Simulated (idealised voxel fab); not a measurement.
Process module under the name voxel wiring stack
The cross-section shown here is cut; it is 285 nm wide and divided into square cells measuring 5 nm on a side.
Cross-section format: a grid of square cells, given as bands from top to bottom; each band is one or more rows of cells.
For a band, the entry starts with two heights in nm, that of the top and then that of the bottom, and carries on with the band's materials in order from left to right, each alongside its width in nm; the word "throughout" beside a single material means it fills the band edge to edge, and "air" means empty space.
Basically, 0 is our baseline, since under it the wafer straight out of the box is all one material. The bottom band has no lower end and keeps on going down, so it looks like "0 down".
You'd read "30->40" like this: the band's top row of cells is as wide as the first number, its bottom row is as wide as the second, and going down, every row changes width by the same amount as the row before did.
"remained the same" means the step left every cell of the cross-section as it was.
"Enclosed internal voids" specifies each empty space that is not open to the top and that occupies no fewer than 8 cells, using the form width x height at distance, the distance measured from the left edge and all three quantities in nm.
Formally, on a step line, whatever follows the settings is a remark that the simulator itself makes on the step.
"overlay nm" denotes, for a step that has a mask, the displacement of the mask to the right of its planned place, with negative values corresponding to the left.
What follows is a series of pairs. Each pair shows a cross-section before one process step and the cross-section after it, and the after view is drawn only down to the lowest band that changed. Beneath each pair is the step that lies between the two, with its settings. Pairs may come from different runs of this module on the same starting wafer, so a pair continues from the one above it only where its entry headed "Status before step" says so.
# Status before step
    150 to 135: lowk 105, TiN 5, Cu 15, TiN 5, lowk 25, TiN 5, Cu 10, TiN 5, lowk 110
    135 to 130: lowk 105, TiN 5, Cu 5, TiN 15, lowk 25, TiN 20, lowk 110
    130 to 125: lowk 105, TiN 5, Cu 5, TiN 5, lowk 165
    125 to 120: lowk 105, TiN 15, lowk 165
    120 to 115: SiCN 110, TiN 10, SiCN 165
    115 to 100: SiO2 105, TiN 5, Ru 20, TiN 5, SiO2 15, TiN 5, Ru 20, TiN 5, SiO2 105
    100 to 95: SiN 105, TiN 30, SiN 15, TiN 30, SiN 105
    95 to 85: lowk 105, Ru 15, lowk 165
    85 to 80: SiCN 105, Ru 15, SiCN 165
    80 to 65: SiO2 105, TiN 5, Cu 20, TiN 5, SiO2 15, TiN 5, Cu 20, TiN 5, SiO2 105
    65 to 60: SiCN 105, TiN 30, SiCN 15, TiN 30, SiCN 105
    60 to 40: lowk 105, TiN 5, W 5, TiN 5, lowk 165
    40 to 35: SiCN 105, TiN 15, SiCN 165
    35 to 20: SiO2 100, SiCN 5, Ru 30, SiCN 5, SiO2 5, SiCN 5, Ru 30, SiCN 5, SiO2 100
    20 to 15: SiCN 105, TiN 30, SiCN 15, TiN 30, SiCN 105
    15 to 0: SiO2 throughout
    0 down: Si throughout
    Enclosed internal voids: none
# Post-Process Section
    155 to 150: SiN throughout
    Unchanged below 150.
    Enclosed internal voids: none
Between before and after above, the operation and settings are CONFORMAL_DEP [material SiN] [thk nm 5]
# Status before step
    80 to 65: SiO2 105, air 30, SiO2 15, air 30, SiO2 105
    65 to 60: SiCN throughout
    60 to 40: lowk 105, TiN 5, W 5, TiN 5, lowk 165
    40 to 35: SiCN 105, TiN 15, SiCN 165
    35 to 20: SiO2 100, SiCN 5, Ru 30, SiCN 5, SiO2 5, SiCN 5, Ru 30, SiCN 5, SiO2 100
    20 to 15: SiCN 105, TiN 30, SiCN 15, TiN 30, SiCN 105
    15 to 0: SiO2 throughout
    0 down: Si throughout
    Enclosed internal voids: none
# Post-Process Section
    80 to 65: SiO2 105, air 30, SiO2 15, air 30, SiO2 105
    65 to 60: SiCN 105, air 25, SiCN 20, air 25, SiCN 110
    Unchanged below 60.
    Enclosed internal voids: none
Between before and after above, the operation and settings are MASKED_ETCH [tone open] [mask id METAL_2] [width nm 30] [pitch nm 45] [etch materials SiCN] [depth nm 5] [overlay nm -5]
Status before step: check the pair just above; its after cross-section is our before state.
# Post-Process Section
    85 to 80: TiN 110, air 20, TiN 25, air 20, TiN 110
    80 to 70: SiO2 105, TiN 5, air 20, TiN 5, SiO2 15, TiN 5, air 20, TiN 5, SiO2 105
    70 to 65: SiO2 105, TiN 5, air 15, TiN 10, SiO2 15, TiN 5, air 15, TiN 10, SiO2 105
    65 to 60: SiCN 105, TiN 25, SiCN 20, TiN 25, SiCN 110
    Unchanged below 60.
    Enclosed internal voids: none
Between before and after above, the operation and settings are CONFORMAL_DEP [material TiN] [thk nm 5]
Status before step: check the pair just above; its after cross-section is our before state.
# Post-Process Section
    95 to 85: Cu throughout
    85 to 80: TiN 110, Cu 20, TiN 25, Cu 20, TiN 110
    80 to 70: SiO2 105, TiN 5, Cu 20, TiN 5, SiO2 15, TiN 5, Cu 20, TiN 5, SiO2 105
    70 to 65: SiO2 105, TiN 5, Cu 15, TiN 10, SiO2 15, TiN 5, Cu 15, TiN 10, SiO2 105
    Unchanged below 65.
    Enclosed internal voids: none
Between before and after above, the operation and settings are FILL_DEP [material Cu] [thk nm 10]
Status before step: check the pair just above; its after cross-section is our before state.
# Post-Process Section
    80 to 70: SiO2 105, TiN 5, Cu 20, TiN 5, SiO2 15, TiN 5, Cu 20, TiN 5, SiO2 105
    Unchanged below 70.
    Enclosed internal voids: none
Between before and after above, the operation and settings are CMP [height nm 80]
Status before step: check the pair just above; its after cross-section is our before state.
# Post-Process Section
    85 to 80: SiCN throughout
    Unchanged below 80.
    Enclosed internal voids: none
Between before and after above, the operation and settings are CONFORMAL_DEP [material SiCN] [thk nm 5]
Status before step: check the pair just above; its after cross-section is our before state.
# Post-Process Section
    95 to 85: lowk throughout
    Unchanged below 85.
    Enclosed internal voids: none
Between before and after above, the operation and settings are DIRECTIONAL_DEP [material lowk] [thk nm 10]
Status before step: check the pair just above; its after cross-section is our before state.
# Post-Process Section
    95 to 85: lowk 105, air 15, lowk 165
    Unchanged below 85.
    Enclosed internal voids: none
Between before and after above, the operation and settings are MASKED_ETCH [tone open] [mask id PLUG_2] [width nm 15] [etch materials lowk] [depth nm 10] [overlay nm 0]
Status before step: check the pair just above; its after cross-section is our before state.
# Post-Process Section
    95 to 85: lowk 105, air 15, lowk 165
    85 to 80: SiCN 105, air 15, SiCN 165
    Unchanged below 80.
    Enclosed internal voids: none
Between before and after above, the operation and settings are MASKED_ETCH [tone open] [mask id PLUG_2] [width nm 15] [etch materials SiCN] [depth nm 5] [overlay nm 0]
Status before step: check the pair just above; its after cross-section is our before state.
# Post-Process Section
    95 to 90: lowk 105, air 15, lowk 165
    90 to 85: lowk 105, Ru 15, lowk 165
    85 to 80: SiCN 105, Ru 15, SiCN 165
    Unchanged below 80.
    Enclosed internal voids: none
Between before and after above, the operation and settings are EPI [material Ru] [thk nm 10]
Status before step: check the pair just above; its after cross-section is our before state.
# Post-Process Section
    95 to 85: lowk 105, Ru 15, lowk 165
    Unchanged below 85.
    Enclosed internal voids: none
Between before and after above, the operation and settings are EPI [material Ru] [thk nm 5]
Status before step: check the pair just above; its after cross-section is our before state.
# Post-Process Section
    100 to 95: SiN throughout
    Unchanged below 95.
    Enclosed internal voids: none
Between before and after above, the operation and settings are CONFORMAL_DEP [material SiN] [thk nm 5]
Status before step: check the pair just above; its after cross-section is our before state.
# Post-Process Section
    115 to 100: SiO2 throughout
    Unchanged below 100.
    Enclosed internal voids: none
Between before and after above, the operation and settings are DIRECTIONAL_DEP [material SiO2] [thk nm 15]
Status before step: check the pair just above; its after cross-section is our before state.
# Post-Process Section
    130 to 115: aC throughout
    Unchanged below 115.
    Enclosed internal voids: none
Between before and after above, the operation and settings are DIRECTIONAL_DEP [material aC] [thk nm 15]
Status before step: check the pair just above; its after cross-section is our before state.
# Post-Process Section
    165 to 130: resist 105, air 30, resist 15, air 30, resist 105
    Unchanged below 130.
    Enclosed internal voids: none
Between before and after above, the operation and settings are PATTERN [tone open] [mask id METAL_3] [material resist] [width nm 30] [pitch nm 45] [thk nm 35] [overlay nm 0]
Status before step: check the pair just above; its after cross-section is our before state.
# Post-Process Section
    150 to 130: resist 105, air 30, resist 15, air 30, resist 105
    130 to 115: aC 105, air 30, aC 15, air 30, aC 105
    Unchanged below 115.
    Enclosed internal voids: none
Between before and after above, the operation and settings are DIRECTIONAL_ETCH [etch materials aC] [depth nm 15]
Status before step: check the pair just above; its after cross-section is our before state.
# Post-Process Section
    130 to 115: aC 105, air 30, aC 15, air 30, aC 105
    Unchanged below 115.
    Enclosed internal voids: none
Between before and after above, the operation and settings are STRIP [etch materials resist]
Status before step: check the pair just above; its after cross-section is our before state.
# Post-Process Section
    130 to 115: aC 105, air 30, aC 15, air 30, aC 105
    115 to 100: SiO2 105, air 30, SiO2 15, air 30, SiO2 105
    Unchanged below 100.
    Enclosed internal voids: none
Between before and after above, the operation and settings are DIRECTIONAL_ETCH [etch materials SiO2] [depth nm 15]
Status before step: check the pair just above; its after cross-section is our before state.
# Post-Process Section
    130 to 115: aC 105, air 30, aC 15, air 30, aC 105
    115 to 100: SiO2 105, air 30, SiO2 15, air 30, SiO2 105
    100 to 95: SiN 105, air 30, SiN 15, air 30, SiN 105
    Unchanged below 95.
    Enclosed internal voids: none
Between before and after above, the operation and settings are DIRECTIONAL_ETCH [etch materials SiN] [depth nm 5]
Status before step: check the pair just above; its after cross-section is our before state.
# Post-Process Section
    115 to 100: SiO2 105, air 30, SiO2 15, air 30, SiO2 105
    Unchanged below 100.
    Enclosed internal voids: none
Between before and after above, the operation and settings are STRIP [etch materials aC]
Status before step: check the pair just above; its after cross-section is our before state.
# Post-Process Section
    120 to 115: TiN 110, air 20, TiN 25, air 20, TiN 110
    115 to 100: SiO2 105, TiN 5, air 20, TiN 5, SiO2 15, TiN 5, air 20, TiN 5, SiO2 105
    100 to 95: SiN 105, TiN 30, SiN 15, TiN 30, SiN 105
    Unchanged below 95.
    Enclosed internal voids: none
Between before and after above, the operation and settings are CONFORMAL_DEP [material TiN] [thk nm 5]
Status before step: check the pair just above; its after cross-section is our before state.
# Post-Process Section
    130 to 120: Ru throughout
    120 to 115: TiN 110, Ru 20, TiN 25, Ru 20, TiN 110
    115 to 100: SiO2 105, TiN 5, Ru 20, TiN 5, SiO2 15, TiN 5, Ru 20, TiN 5, SiO2 105
    Unchanged below 100.
    Enclosed internal voids: none
Between before and after above, the operation and settings are FILL_DEP [material Ru] [thk nm 10]
Status before step: check the pair just above; its after cross-section is our before state.
# Post-Process Section
    115 to 100: SiO2 105, TiN 5, Ru 20, TiN 5, SiO2 15, TiN 5, Ru 20, TiN 5, SiO2 105
    Unchanged below 100.
    Enclosed internal voids: none
Between before and after above, the operation and settings are CMP [height nm 115]
Status before step: check the pair just above; its after cross-section is our before state.
# Post-Process Section
    120 to 115: SiCN throughout
    Unchanged below 115.
    Enclosed internal voids: none
Between before and after above, the operation and settings are CONFORMAL_DEP [material SiCN] [thk nm 5]
Status before step: check the pair just above; its after cross-section is our before state.
# Post-Process Section
    150 to 120: lowk throughout
    Unchanged below 120.
    Enclosed internal voids: none
Between before and after above, the operation and settings are DIRECTIONAL_DEP [material lowk] [thk nm 30]
Status before step: check the pair just above; its after cross-section is our before state.
# Post-Process Section
    170 to 150: resist 105, air 15, resist 165
    Unchanged below 150.
    Enclosed internal voids: none
Between before and after above, the operation and settings are PATTERN [tone open] [mask id METAL_4_HOLES] [material resist] [width nm 15] [thk nm 20] [overlay nm 0]
Status before step: check the pair just above; its after cross-section is our before state.
# Post-Process Section
    170 to 150: resist 105, air 15, resist 165
    150 to 120: lowk 105, air 15, lowk 165
    Unchanged below 120.
    Enclosed internal voids: none
Between before and after above, the operation and settings are DIRECTIONAL_ETCH [etch materials lowk] [depth nm 30]
Status before step: check the pair just above; its after cross-section is our before state.
# Post-Process Section
    150 to 120: lowk 105, air 15, lowk 165
    Unchanged below 120.
    Enclosed internal voids: none
Between before and after above, the operation and settings are STRIP [etch materials resist]
Status before step: check the pair just above; its after cross-section is our before state.
# Post-Process Section
    165 to 150: resist 105, air 30, resist 15, air 30, resist 105
    Unchanged below 150.
    Enclosed internal voids: none
Between before and after above, the operation and settings are PATTERN [tone open] [mask id METAL_4] [material resist] [width nm 30] [pitch nm 45] [thk nm 15] [overlay nm 0]
Status before step: check the pair just above; its after cross-section is our before state.
# Post-Process Section
    165 to 150: resist 105, air 30, resist 15, air 30, resist 105
    150 to 130: lowk 105, air 30, lowk 15, air 30, lowk 105
    Unchanged below 130.
    Enclosed internal voids: none
Between before and after above, the operation and settings are DIRECTIONAL_ETCH [etch materials lowk] [depth nm 20]
Status before step: check the pair just above; its after cross-section is our before state.
# Post-Process Section
    165 to 150: resist 105, air 30, resist 15, air 30, resist 105
    150 to 130: lowk 105, air 30, lowk 15, air 30, lowk 105
    130 to 120: lowk 105, air 15, lowk 165
    120 to 115: SiCN 105, air 15, SiCN 165
    Unchanged below 115.
    Enclosed internal voids: none
Between before and after above, the operation and settings are DIRECTIONAL_ETCH [etch materials SiCN] [depth nm 5]
Status before step: check the pair just above; its after cross-section is our before state.
# Post-Process Section
    150 to 130: lowk 105, air 30, lowk 15, air 30, lowk 105
    Unchanged below 130.
    Enclosed internal voids: none
Between before and after above, the operation and settings are STRIP [etch materials resist]
Status before step: check the pair just above; its after cross-section is our before state.
# Post-Process Section
    155 to 150: TiN 110, air 20, TiN 25, air 20, TiN 110
    150 to 135: lowk 105, TiN 5, air 20, TiN 5, lowk 15, TiN 5, air 20, TiN 5, lowk 105
    135 to 130: lowk 105, TiN 5, air 5, TiN 20, lowk 15, TiN 30, lowk 105
    130 to 120: lowk 105, TiN 5, air 5, TiN 5, lowk 165
    120 to 115: SiCN 105, TiN 15, SiCN 165
    Unchanged below 115.
    Enclosed internal voids: none
Between before and after above, the operation and settings are CONFORMAL_DEP [material TiN] [thk nm 5]
Status before step: check the pair just above; its after cross-section is our before state.
# Post-Process Section
    160 to 155: Cu throughout
    155 to 150: TiN 110, Cu 20, TiN 25, Cu 20, TiN 110
    150 to 135: lowk 105, TiN 5, Cu 20, TiN 5, lowk 15, TiN 5, Cu 20, TiN 5, lowk 105
    135 to 130: lowk 105, TiN 5, Cu 5, TiN 20, lowk 15, TiN 30, lowk 105
    130 to 120: lowk 105, TiN 5, Cu 5, TiN 5, lowk 165
    Unchanged below 120.
    Enclosed internal voids: none
Between before and after above, the operation and settings are FILL_DEP [material Cu] [thk nm 5]
Status before step: check the pair just above; its after cross-section is our before state.
# Post-Process Section
    150 to 135: lowk 105, TiN 5, Cu 20, TiN 5, lowk 15, TiN 5, Cu 20, TiN 5, lowk 105
    Unchanged below 135.
    Enclosed internal voids: none
Between before and after above, the operation and settings are CMP [height nm 150]
Status before step: check the pair just above; its after cross-section is our before state.
# Post-Process Section
    155 to 150: SiN throughout
    Unchanged below 150.
    Enclosed internal voids: none
Between before and after above, the operation and settings are CONFORMAL_DEP [material SiN] [thk nm 5]
# Status before step
    100 to 95: SiN throughout
    95 to 85: lowk 105, Ru 15, lowk 165
    85 to 80: SiCN 105, Ru 15, SiCN 165
    80 to 65: SiO2 105, TiN 5, Cu 20, TiN 5, SiO2 15, TiN 5, Cu 20, TiN 5, SiO2 105
    65 to 60: SiCN 105, TiN 30, SiCN 15, TiN 30, SiCN 105
    60 to 40: lowk 105, TiN 5, W 5, TiN 5, lowk 165
    40 to 35: SiCN 105, TiN 15, SiCN 165
    35 to 20: SiO2 100, SiCN 5, Ru 30, SiCN 5, SiO2 5, SiCN 5, Ru 30, SiCN 5, SiO2 100
    20 to 15: SiCN 105, TiN 30, SiCN 15, TiN 30, SiCN 105
    15 to 0: SiO2 throughout
    0 down: Si throughout
    Enclosed internal voids: none
# Post-Process Section
    115 to 95: SiN throughout
    Unchanged below 95.
    Enclosed internal voids: none
Between before and after above, the operation and settings are DIRECTIONAL_DEP [material SiN] [thk nm 15]
Status before step: check the pair just above; its after cross-section is our before state.
# Post-Process Section
    130 to 115: aC throughout
    Unchanged below 115.
    Enclosed internal voids: none
Between before and after above, the operation and settings are DIRECTIONAL_DEP [material aC] [thk nm 15]
Status before step: check the pair just above; its after cross-section is our before state.
# Post-Process Section
    165 to 130: resist 105, air 30, resist 15, air 30, resist 105
    Unchanged below 130.
    Enclosed internal voids: none
Between before and after above, the operation and settings are PATTERN [tone open] [mask id METAL_3] [material resist] [width nm 30] [pitch nm 45] [thk nm 35] [overlay nm 0]
Status before step: check the pair just above; its after cross-section is our before state.
# Post-Process Section
    150 to 130: resist 105, air 30, resist 15, air 30, resist 105
    130 to 115: aC 105, air 30, aC 15, air 30, aC 105
    Unchanged below 115.
    Enclosed internal voids: none
Between before and after above, the operation and settings are DIRECTIONAL_ETCH [etch materials aC] [depth nm 15]
Status before step: check the pair just above; its after cross-section is our before state.
# Post-Process Section
    130 to 115: aC 105, air 30, aC 15, air 30, aC 105
    Unchanged below 115.
    Enclosed internal voids: none
Between before and after above, the operation and settings are STRIP [etch materials resist]
Status before step: check the pair just above; its after cross-section is our before state.
# Post-Process Section
    130 to 115: aC 105, air 30, aC 15, air 30, aC 105
    115 to 110: SiN 105, air 30, SiN 15, air 30, SiN 105
    Unchanged below 110.
    Enclosed internal voids: none
Between before and after above, the operation and settings are DIRECTIONAL_ETCH [etch materials SiN] [depth nm 5]
Status before step: check the pair just above; its after cross-section is our before state.
# Post-Process Section
    115 to 110: SiN 105, air 30, SiN 15, air 30, SiN 105
    Unchanged below 110.
    Enclosed internal voids: none
Between before and after above, the operation and settings are STRIP [etch materials aC]
Status before step: check the pair just above; its after cross-section is our before state.
# Post-Process Section
    120 to 115: TiN 110, air 20, TiN 25, air 20, TiN 110
    115 to 110: SiN 105, TiN 30, SiN 15, TiN 30, SiN 105
    Unchanged below 110.
    Enclosed internal voids: none
Between before and after above, the operation and settings are CONFORMAL_DEP [material TiN] [thk nm 5]
Status before step: check the pair just above; its after cross-section is our before state.
# Post-Process Section
    130 to 120: Ru throughout
    120 to 115: TiN 110, Ru 20, TiN 25, Ru 20, TiN 110
    Unchanged below 115.
    Enclosed internal voids: none
Between before and after above, the operation and settings are FILL_DEP [material Ru] [thk nm 10]
Status before step: check the pair just above; its after cross-section is our before state.
# Post-Process Section
    115 to 110: SiN 105, TiN 30, SiN 15, TiN 30, SiN 105
    Unchanged below 110.
    Enclosed internal voids: none
Between before and after above, the operation and settings are CMP [height nm 115]
Status before step: check the pair just above; its after cross-section is our before state.
# Post-Process Section
    120 to 115: SiCN throughout
    Unchanged below 115.
    Enclosed internal voids: none
Between before and after above, the operation and settings are CONFORMAL_DEP [material SiCN] [thk nm 5]
Status before step: check the pair just above; its after cross-section is our before state.
# Post-Process Section
    150 to 120: lowk throughout
    Unchanged below 120.
    Enclosed internal voids: none
Between before and after above, the operation and settings are DIRECTIONAL_DEP [material lowk] [thk nm 30]
Status before step: check the pair just above; its after cross-section is our before state.
# Post-Process Section
    170 to 150: resist 105, air 15, resist 165
    Unchanged below 150.
    Enclosed internal voids: none
Between before and after above, the operation and settings are PATTERN [tone open] [mask id METAL_4_HOLES] [material resist] [width nm 15] [thk nm 20] [overlay nm 0]
Status before step: check the pair just above; its after cross-section is our before state.
# Post-Process Section
    170 to 150: resist 105, air 15, resist 165
    150 to 120: lowk 105, air 15, lowk 165
    Unchanged below 120.
    Enclosed internal voids: none
Between before and after above, the operation and settings are DIRECTIONAL_ETCH [etch materials lowk] [depth nm 30]
Status before step: check the pair just above; its after cross-section is our before state.
# Post-Process Section
    150 to 120: lowk 105, air 15, lowk 165
    Unchanged below 120.
    Enclosed internal voids: none
Between before and after above, the operation and settings are STRIP [etch materials resist]
Status before step: check the pair just above; its after cross-section is our before state.
# Post-Process Section
    165 to 150: resist 105, air 30, resist 15, air 30, resist 105
    Unchanged below 150.
    Enclosed internal voids: none
Between before and after above, the operation and settings are PATTERN [tone open] [mask id METAL_4] [material resist] [width nm 30] [pitch nm 45] [thk nm 15] [overlay nm 0]
Status before step: check the pair just above; its after cross-section is our before state.
# Post-Process Section
    165 to 150: resist 105, air 30, resist 15, air 30, resist 105
    150 to 130: lowk 105, air 30, lowk 15, air 30, lowk 105
    Unchanged below 130.
    Enclosed internal voids: none
Between before and after above, the operation and settings are DIRECTIONAL_ETCH [etch materials lowk] [depth nm 20]
Status before step: check the pair just above; its after cross-section is our before state.
# Post-Process Section
    165 to 150: resist 105, air 30, resist 15, air 30, resist 105
    150 to 130: lowk 105, air 30, lowk 15, air 30, lowk 105
    130 to 120: lowk 105, air 15, lowk 165
    120 to 115: SiCN 105, air 15, SiCN 165
    Unchanged below 115.
    Enclosed internal voids: none
Between before and after above, the operation and settings are DIRECTIONAL_ETCH [etch materials SiCN] [depth nm 5]
Status before step: check the pair just above; its after cross-section is our before state.
# Post-Process Section
    150 to 130: lowk 105, air 30, lowk 15, air 30, lowk 105
    Unchanged below 130.
    Enclosed internal voids: none
Between before and after above, the operation and settings are STRIP [etch materials resist]
Status before step: check the pair just above; its after cross-section is our before state.
# Post-Process Section
    155 to 150: TiN 110, air 20, TiN 25, air 20, TiN 110
    150 to 135: lowk 105, TiN 5, air 20, TiN 5, lowk 15, TiN 5, air 20, TiN 5, lowk 105
    135 to 130: lowk 105, TiN 5, air 5, TiN 20, lowk 15, TiN 30, lowk 105
    130 to 120: lowk 105, TiN 5, air 5, TiN 5, lowk 165
    120 to 115: SiCN 105, TiN 15, SiCN 165
    Unchanged below 115.
    Enclosed internal voids: none
Between before and after above, the operation and settings are CONFORMAL_DEP [material TiN] [thk nm 5]
Status before step: check the pair just above; its after cross-section is our before state.
# Post-Process Section
    160 to 155: Cu throughout
    155 to 150: TiN 110, Cu 20, TiN 25, Cu 20, TiN 110
    150 to 135: lowk 105, TiN 5, Cu 20, TiN 5, lowk 15, TiN 5, Cu 20, TiN 5, lowk 105
    135 to 130: lowk 105, TiN 5, Cu 5, TiN 20, lowk 15, TiN 30, lowk 105
    130 to 120: lowk 105, TiN 5, Cu 5, TiN 5, lowk 165
    Unchanged below 120.
    Enclosed internal voids: none
Between before and after above, the operation and settings are FILL_DEP [material Cu] [thk nm 5]
Status before step: check the pair just above; its after cross-section is our before state.
# Post-Process Section
    150 to 135: lowk 105, TiN 5, Cu 20, TiN 5, lowk 15, TiN 5, Cu 20, TiN 5, lowk 105
    Unchanged below 135.
    Enclosed internal voids: none
Between before and after above, the operation and settings are CMP [height nm 150]
Status before step: check the pair just above; its after cross-section is our before state.
# Post-Process Section
    155 to 150: SiN throughout
    Unchanged below 150.
    Enclosed internal voids: none
Between before and after above, the operation and settings are CONFORMAL_DEP [material SiN] [thk nm 5]
# Status before step
    70 to 60: aC throughout
    60 to 40: lowk throughout
    40 to 35: SiCN throughout
    35 to 20: SiO2 100, SiCN 5, Ru 30, SiCN 5, SiO2 5, SiCN 5, Ru 30, SiCN 5, SiO2 100
    20 to 15: SiCN 105, TiN 30, SiCN 15, TiN 30, SiCN 105
    15 to 0: SiO2 throughout
    0 down: Si throughout
    Enclosed internal voids: none
# Post-Process Section
    95 to 70: air 105, resist 15, air 165
    Unchanged below 70.
    Enclosed internal voids: none
Between before and after above, the operation and settings are PATTERN [tone cover] [mask id PLUG_1] [material resist] [width nm 15] [thk nm 25] [overlay nm 0]
Status before step: check the pair just above; its after cross-section is our before state.
# Post-Process Section
    85 to 70: air 105, resist 15, air 165
    70 to 60: air 105, aC 15, air 165
    Unchanged below 60.
    Enclosed internal voids: none
Between before and after above, the operation and settings are DIRECTIONAL_ETCH [etch materials aC] [depth nm 10]
Status before step: check the pair just above; its after cross-section is our before state.
# Post-Process Section
    70 to 60: air 105, aC 15, air 165
    Unchanged below 60.
    Enclosed internal voids: none
Between before and after above, the operation and settings are STRIP [etch materials resist]
Status before step: check the pair just above; its after cross-section is our before state.
# Post-Process Section
    70 to 60: air 105, aC 15, air 165
    60 to 40: air 105, lowk 15, air 165
    Unchanged below 40.
    Enclosed internal voids: none
Between before and after above, the operation and settings are DIRECTIONAL_ETCH [etch materials lowk] [depth nm 20]
Status before step: check the pair just above; its after cross-section is our before state.
# Post-Process Section
    70 to 60: air 105, aC 15, air 165
    60 to 40: air 105, lowk 15, air 165
    40 to 35: air 105, SiCN 15, air 165
    Unchanged below 35.
    Enclosed internal voids: none
Between before and after above, the operation and settings are DIRECTIONAL_ETCH [etch materials SiCN] [depth nm 5]
Status before step: check the pair just above; its after cross-section is our before state.
# Post-Process Section
    60 to 40: air 105, lowk 15, air 165
    Unchanged below 40.
    Enclosed internal voids: none
Between before and after above, the operation and settings are STRIP [etch materials aC]
Status before step: check the pair just above; its after cross-section is our before state.
# Post-Process Section
    65 to 60: air 100, TiN 25, air 160
    60 to 40: air 100, TiN 5, lowk 15, TiN 5, air 160
    40 to 35: TiN 105, SiCN 15, TiN 165
    Unchanged below 35.
    Enclosed internal voids: none
Between before and after above, the operation and settings are CONFORMAL_DEP [material TiN] [thk nm 5]
Status before step: check the pair just above; its after cross-section is our before state.
# Post-Process Section
    75 to 65: W throughout
    65 to 60: W 100, TiN 25, W 160
    60 to 40: W 100, TiN 5, lowk 15, TiN 5, W 160
    Unchanged below 40.
    Enclosed internal voids: none
Between before and after above, the operation and settings are FILL_DEP [material W] [thk nm 10]
Status before step: check the pair just above; its after cross-section is our before state.
# Post-Process Section
    60 to 40: W 100, TiN 5, lowk 15, TiN 5, W 160
    Unchanged below 40.
    Enclosed internal voids: none
Between before and after above, the operation and settings are CMP [height nm 60]
Status before step: check the pair just above; its after cross-section is our before state.
# Post-Process Section
    65 to 60: SiCN throughout
    Unchanged below 60.
    Enclosed internal voids: none
Between before and after above, the operation and settings are CONFORMAL_DEP [material SiCN] [thk nm 5]
Status before step: check the pair just above; its after cross-section is our before state.
# Post-Process Section
    80 to 65: SiO2 throughout
    Unchanged below 65.
    Enclosed internal voids: none
Between before and after above, the operation and settings are DIRECTIONAL_DEP [material SiO2] [thk nm 15]
Status before step: check the pair just above; its after cross-section is our before state.
# Post-Process Section
    80 to 65: SiO2 105, air 30, SiO2 15, air 30, SiO2 105
    Unchanged below 65.
    Enclosed internal voids: none
Between before and after above, the operation and settings are MASKED_ETCH [tone open] [mask id METAL_2] [width nm 30] [pitch nm 45] [etch materials SiO2] [depth nm 15] [overlay nm 0]
Status before step: check the pair just above; its after cross-section is our before state.
# Post-Process Section
    80 to 65: SiO2 105, air 30, SiO2 15, air 30, SiO2 105
    65 to 60: SiCN 105, air 30, SiCN 15, air 30, SiCN 105
    Unchanged below 60.
    Enclosed internal voids: none
Between before and after above, the operation and settings are MASKED_ETCH [tone open] [mask id METAL_2] [width nm 30] [pitch nm 45] [etch materials SiCN] [depth nm 5] [overlay nm 0]
Status before step: check the pair just above; its after cross-section is our before state.
# Post-Process Section
    85 to 80: TiN 110, air 20, TiN 25, air 20, TiN 110
    80 to 65: SiO2 105, TiN 5, air 20, TiN 5, SiO2 15, TiN 5, air 20, TiN 5, SiO2 105
    65 to 60: SiCN 105, TiN 30, SiCN 15, TiN 30, SiCN 105
    Unchanged below 60.
    Enclosed internal voids: none
Between before and after above, the operation and settings are CONFORMAL_DEP [material TiN] [thk nm 5]
Status before step: check the pair just above; its after cross-section is our before state.
# Post-Process Section
    95 to 85: Cu throughout
    85 to 80: TiN 110, Cu 20, TiN 25, Cu 20, TiN 110
    80 to 65: SiO2 105, TiN 5, Cu 20, TiN 5, SiO2 15, TiN 5, Cu 20, TiN 5, SiO2 105
    Unchanged below 65.
    Enclosed internal voids: none
Between before and after above, the operation and settings are FILL_DEP [material Cu] [thk nm 10]
Status before step: check the pair just above; its after cross-section is our before state.
# Post-Process Section
    80 to 65: SiO2 105, TiN 5, Cu 20, TiN 5, SiO2 15, TiN 5, Cu 20, TiN 5, SiO2 105
    Unchanged below 65.
    Enclosed internal voids: none
Between before and after above, the operation and settings are CMP [height nm 80]
Status before step: check the pair just above; its after cross-section is our before state.
# Post-Process Section
    85 to 80: SiCN throughout
    Unchanged below 80.
    Enclosed internal voids: none
Between before and after above, the operation and settings are CONFORMAL_DEP [material SiCN] [thk nm 5]
Status before step: check the pair just above; its after cross-section is our before state.
# Post-Process Section
    95 to 85: lowk throughout
    Unchanged below 85.
    Enclosed internal voids: none
Between before and after above, the operation and settings are DIRECTIONAL_DEP [material lowk] [thk nm 10]
Status before step: check the pair just above; its after cross-section is our before state.
# Post-Process Section
    95 to 85: lowk 105, air 15, lowk 165
    Unchanged below 85.
    Enclosed internal voids: none
Between before and after above, the operation and settings are MASKED_ETCH [tone open] [mask id PLUG_2] [width nm 15] [etch materials lowk] [depth nm 10] [overlay nm 0]
Status before step: check the pair just above; its after cross-section is our before state.
# Post-Process Section
    95 to 85: lowk 105, air 15, lowk 165
    85 to 80: SiCN 105, air 15, SiCN 165
    Unchanged below 80.
    Enclosed internal voids: none
Between before and after above, the operation and settings are MASKED_ETCH [tone open] [mask id PLUG_2] [width nm 15] [etch materials SiCN] [depth nm 5] [overlay nm 0]
Status before step: check the pair just above; its after cross-section is our before state.
# Post-Process Section
    95 to 90: lowk 105, air 15, lowk 165
    90 to 85: lowk 105, Ru 15, lowk 165
    85 to 80: SiCN 105, Ru 15, SiCN 165
    Unchanged below 80.
    Enclosed internal voids: none
Between before and after above, the operation and settings are EPI [material Ru] [thk nm 10]
Status before step: check the pair just above; its after cross-section is our before state.
# Post-Process Section
    95 to 85: lowk 105, Ru 15, lowk 165
    Unchanged below 85.
    Enclosed internal voids: none
Between before and after above, the operation and settings are EPI [material Ru] [thk nm 5]
Status before step: check the pair just above; its after cross-section is our before state.
# Post-Process Section
    100 to 95: SiN throughout
    Unchanged below 95.
    Enclosed internal voids: none
Between before and after above, the operation and settings are CONFORMAL_DEP [material SiN] [thk nm 5]
Status before step: check the pair just above; its after cross-section is our before state.
# Post-Process Section
    115 to 100: SiO2 throughout
    Unchanged below 100.
    Enclosed internal voids: none
Between before and after above, the operation and settings are DIRECTIONAL_DEP [material SiO2] [thk nm 15]
Status before step: check the pair just above; its after cross-section is our before state.
# Post-Process Section
    130 to 115: aC throughout
    Unchanged below 115.
    Enclosed internal voids: none
Between before and after above, the operation and settings are DIRECTIONAL_DEP [material aC] [thk nm 15]
Status before step: check the pair just above; its after cross-section is our before state.
# Post-Process Section
    165 to 130: resist 105, air 30, resist 15, air 30, resist 105
    Unchanged below 130.
    Enclosed internal voids: none
Between before and after above, the operation and settings are PATTERN [tone open] [mask id METAL_3] [material resist] [width nm 30] [pitch nm 45] [thk nm 35] [overlay nm 0]
